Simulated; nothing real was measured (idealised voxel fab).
A process module follows: voxel gate over fins.
In the cross-section labelled cut, the width is 215 nm and each square cell is 5 nm.
We lay out every cross-section as a grid of square cells and spell it out in bands from the top down, where one band means one or more rows of cells. Top, bottom (nm), then materials left to right with widths (nm); lone material tagged "everywhere" fills the whole band edge to edge; "empty" = empty space. Note: height 0 marks the level under which the wafer is uniformly one material as received. Lowest band unbounded below, written "z 0 and below". The notation "30..40" denotes a width that varies across the rows of cells in the band, beginning at the first number in the top row, finishing at the second number in the bottom row, and changing by an identical amount from each row to the next. Any step labelled "nothing changed" changed none of the cells in the cross-section. What "Voids, enclosed" gives you is every empty space of 8 cells or more that is cut off from the top. Each appears as width x height at distance, with the distance taken from the left edge and width, height and distance all in nm. Where a step's line continues beyond its settings, the continuation is a remark by the simulator itself on that step. Among the settings permitted on a step's line is "overlay nm"; applied to a step with a mask, it specifies the extent to which the mask lay to the right of its planned position, whereas a negative figure signifies a position to the left.

[Planned process steps]
1 RECEIVE (material Si)
2 CONFORMAL_DEP (material SiN; thk nm 5)
3 MASKED_ETCH (tone cover; mask id FINS; width nm 15; pitch nm 40; etch materials SiN; depth nm 5; overlay nm 0)
4 MASKED_ETCH (tone cover; mask id FINS; width nm 15; pitch nm 40; etch materials Si; depth nm 35; overlay nm 0)
5 FILL_DEP (material SiO2; thk nm 15)
6 CMP (height nm 5)
7 SELECTIVE_ETCH (etch materials SiO2; depth nm 20)
8 STRIP (etch materials SiN)
9 CONFORMAL_DEP (material HfO2; thk nm 5)
10 CONFORMAL_DEP (material TiN; thk nm 5)
11 FILL_DEP (material W; thk nm 15)
12 CMP (height nm 10)
13 CONFORMAL_DEP (material SiN; thk nm 5)
Wafer-to-wafer difference: height nm, step 12. Common start. Plan = first wafer's value.

[Step 1 complete: as-received cross-section of the first of several wafers]
* z 0 and below  Si everywhere
* Voids, enclosed: none

[Below: a row per wafer. Contents at end of module: for every material, cells gained since receipt (+) or lost since receipt (-); then closed voids]
height nm 10 | +55 HfO2 | -259 Si | +43 SiN | +148 SiO2 | +55 TiN | +87 W | Voids, enclosed: none
height nm 15 | +55 HfO2 | -259 Si | +43 SiN | +148 SiO2 | +55 TiN | +130 W | Voids, enclosed: none
height nm 20 | +55 HfO2 | -259 Si | +43 SiN | +148 SiO2 | +55 TiN | +173 W | Voids, enclosed: none
height nm 25 | +55 HfO2 | -259 Si | +43 SiN | +148 SiO2 | +55 TiN | +216 W | Voids, enclosed: none
